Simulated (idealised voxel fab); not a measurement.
process module | voxel released beams
cross-section cut | 165 nm wide | cells 5 nm
A cross-section is a grid of square cells, given in bands from the top down. A band is one or more rows of cells.
Each band's line starts with the height of the band's top and of its bottom, in nm. Then come its materials from left to right, each with its width in nm. One material with "throughout" fills the band from edge to edge. "air" is empty space.
Height 0 is the level under which the wafer as received is all one material. The lowest band goes on downwards, as in "0 down".
A width such as "30 to 40" changes by the same amount from each row of cells to the next, from the band's top row to its bottom row.
"no change" after a step means that no cell of the cross-section changed.
closed voids: empty space of 8 cells or more with no open way to the top, each as width x height at its distance from the left edge, in nm
after a step's settings: what the simulator itself notes on the step
overlay nm, on a step with a mask: how far to the right of its planned place the mask lay; to the left if negative
plan
1 op RECEIVE | material Si
2 op CONFORMAL_DEP | material SiN | thk nm 10
3 op DIRECTIONAL_DEP | material SiO2 | thk nm 10
4 op PATTERN | tone open | mask id ANCHOR | material resist | width nm 30 | thk nm 20 | overlay nm 0
5 op DIRECTIONAL_ETCH | etch materials SiO2 | depth nm 20
6 op STRIP | etch materials resist
7 op CONFORMAL_DEP | material TiN | thk nm 10
8 op MASKED_ETCH | tone cover | mask id BEAM | width nm 115 | etch materials TiN | depth nm 10 | overlay nm 0
9 op STRIP | etch materials SiO2
varied across the wafers: thk nm of step 3. The plan shows the first wafer's value. All wafers start alike
first wafer as received, after step 1
  0 down: Si throughout
  closed voids: none
first wafer at the end, after step 9
  30 to 20: air 20 | TiN 15 | air 10 | TiN 90 | air 30
  20 to 10: air 25 | TiN 30 | air 110
  10 to 0: SiN throughout
  0 down: Si throughout
  closed voids: none
last wafer at the end
  10 to 0: SiN throughout
  0 down: Si throughout
  closed voids: none
each wafer at the end: cells of each material gained (+) or lost (-) since it was received, then its closed voids
thk nm 10 | +66 SiN | +54 TiN | closed voids: none
thk nm 15 | +66 SiN | +58 TiN | closed voids: none
thk nm 20 | +66 SiN | +62 TiN | closed voids: none
thk nm 25 | +66 SiN | closed voids: none
thk nm 30 | +66 SiN | closed voids: none
thk nm 35 | +66 SiN | closed voids: none
